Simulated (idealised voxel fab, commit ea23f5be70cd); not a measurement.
Process module in this document: voxel transistor to metal
Each square cell in cross-section cut measures 5 nm, and the section as a whole is 270 nm wide.
A cross-section is written here as square cells arranged in a grid, and it is given in bands from the top down, each band taking up one or more rows of cells. Look at the band entry: it leads with the top's height and the bottom's height in nm. Then it lists the materials left to right, with a width in nm for each. The word "full width" on a single material says that material fills the band edge to edge. The word "air" is empty space. Basically, 0 is our baseline, since under it the wafer straight out of the box is all one material. The bottom band has no lower end and keeps on going down, so it looks like "0..down". Graded width ("30->40"): value in top row of band = first number; value in bottom row = second number; row-to-row change constant. "nothing got changed", as given for a step, is the statement that not any cell of the cross-section underwent a change during that step. Enclosed void inventory: empty space of 8 cells or more with no open way to the top, each as width x height at its distance from the left edge, in nm. Formally, on a step line, whatever follows the settings is a remark that the simulator itself makes on the step. overlay nm: right-of-plan distance of the mask on a masked step; negative values mean left-of-plan.
# Process steps (planned)
1. RECEIVE, material Si
2. CONFORMAL_DEP, material SiO2, thk nm 5
3. CONFORMAL_DEP, material SiN, thk nm 10
4. MASKED_ETCH, tone cover, mask id ACTIVE, width nm 100, pitch nm 130, etch materials SiN, depth nm 10, overlay nm -5
5. MASKED_ETCH, tone cover, mask id ACTIVE, width nm 100, pitch nm 130, etch materials SiO2, depth nm 5, overlay nm 0
6. MASKED_ETCH, tone cover, mask id ACTIVE, width nm 100, pitch nm 130, etch materials Si, depth nm 25, overlay nm 0
7. OXIDIZE, depth nm 5
8. FILL_DEP, material SiO2, thk nm 10
9. CMP, height nm 15
10. SELECTIVE_ETCH, etch materials SiO2, depth nm 5
11. STRIP, etch materials SiN
12. SELECTIVE_ETCH, etch materials SiO2, depth nm 5
13. OXIDIZE, depth nm 5
14. DIRECTIONAL_DEP, material polySi, thk nm 30
15. DIRECTIONAL_DEP, material SiCN, thk nm 10
16. DIRECTIONAL_DEP, material aC, thk nm 15
17. PATTERN, tone cover, mask id GATE, material resist, width nm 30, pitch nm 130, thk nm 30, overlay nm 0
18. DIRECTIONAL_ETCH, etch materials aC, depth nm 15
19. STRIP, etch materials resist
20. DIRECTIONAL_ETCH, etch materials SiCN, depth nm 20
21. DIRECTIONAL_ETCH, etch materials polySi, depth nm 40
22. STRIP, etch materials aC
23. CONFORMAL_DEP, material SiN, thk nm 10
24. DIRECTIONAL_ETCH, etch materials SiN, depth nm 10
25. DIRECTIONAL_ETCH, etch materials SiO2, depth nm 5
26. DIRECTIONAL_ETCH, etch materials Si, depth nm 10
27. EPI, material pSi, thk nm 10
28. FILL_DEP, material SiO2, thk nm 10
29. CMP, height nm 30
30. STRIP, etch materials polySi
31. SELECTIVE_ETCH, etch materials SiO2, depth nm 5
32. CONFORMAL_DEP, material HfO2, thk nm 5
33. CONFORMAL_DEP, material TiN, thk nm 5
34. FILL_DEP, material W, thk nm 5
35. CMP, height nm 25
36. DIRECTIONAL_DEP, material SiO2, thk nm 15
37. PATTERN, tone open, mask id CONTACT, material resist, width nm 15, thk nm 20, overlay nm 0
38. DIRECTIONAL_ETCH, etch materials SiO2, depth nm 45
39. STRIP, etch materials resist
40. CONFORMAL_DEP, material TiN, thk nm 5
41. FILL_DEP, material Ru, thk nm 5
42. CMP, height nm 40
43. CONFORMAL_DEP, material SiCN, thk nm 5
44. DIRECTIONAL_DEP, material lowk, thk nm 15
45. MASKED_ETCH, tone open, mask id METAL_1, width nm 15, etch materials lowk, depth nm 15, overlay nm 0
46. MASKED_ETCH, tone open, mask id METAL_1, width nm 15, etch materials SiCN, depth nm 5, overlay nm 0
47. CONFORMAL_DEP, material TiN, thk nm 5
48. FILL_DEP, material Cu, thk nm 5
49. CMP, height nm 60
50. CONFORMAL_DEP, material SiCN, thk nm 5
51. DIRECTIONAL_DEP, material SiO2, thk nm 35
52. PATTERN, tone open, mask id METAL_2, material resist, width nm 15, pitch nm 130, thk nm 15, overlay nm 0
53. DIRECTIONAL_ETCH, etch materials SiO2, depth nm 20
54. STRIP, etch materials resist
55. DIRECTIONAL_DEP, material aC, thk nm 10
56. PATTERN, tone open, mask id METAL_2_HOLES, material resist, width nm 15, pitch nm 130, thk nm 30, overlay nm 0
57. DIRECTIONAL_ETCH, etch materials aC, depth nm 10
58. STRIP, etch materials resist
59. DIRECTIONAL_ETCH, etch materials SiO2, depth nm 15
60. DIRECTIONAL_ETCH, etch materials SiCN, depth nm 5
61. STRIP, etch materials aC
62. CONFORMAL_DEP, material TiN, thk nm 5
63. FILL_DEP, material Ru, thk nm 5
64. CMP, height nm 100
65. CONFORMAL_DEP, material SiN, thk nm 5
For this document, wafers share an identical start and vary in the step 4 overlay nm; the plan quotes the first wafer's value.
# Cross-section of the first of several wafers as received (after step 1)
> 0..down = Si full width
> Enclosed void inventory: none
# wafer rows; end of module; cells per material since receipt: (+) gained, (-) lost; then closed voids
overlay nm -5; +12 Cu; +36 HfO2; +38 Ru; -166 Si; +90 SiCN; +102 SiN; +666 SiO2; +162 TiN; +16 W; +126 lowk; +52 pSi; Enclosed void inventory: none
overlay nm 0; +12 Cu; +36 HfO2; +38 Ru; -176 Si; +90 SiCN; +102 SiN; +672 SiO2; +170 TiN; +16 W; +126 lowk; +48 pSi; Enclosed void inventory: none
overlay nm 5; +12 Cu; +36 HfO2; +38 Ru; -166 Si; +90 SiCN; +102 SiN; +666 SiO2; +162 TiN; +16 W; +126 lowk; +52 pSi; Enclosed void inventory: none
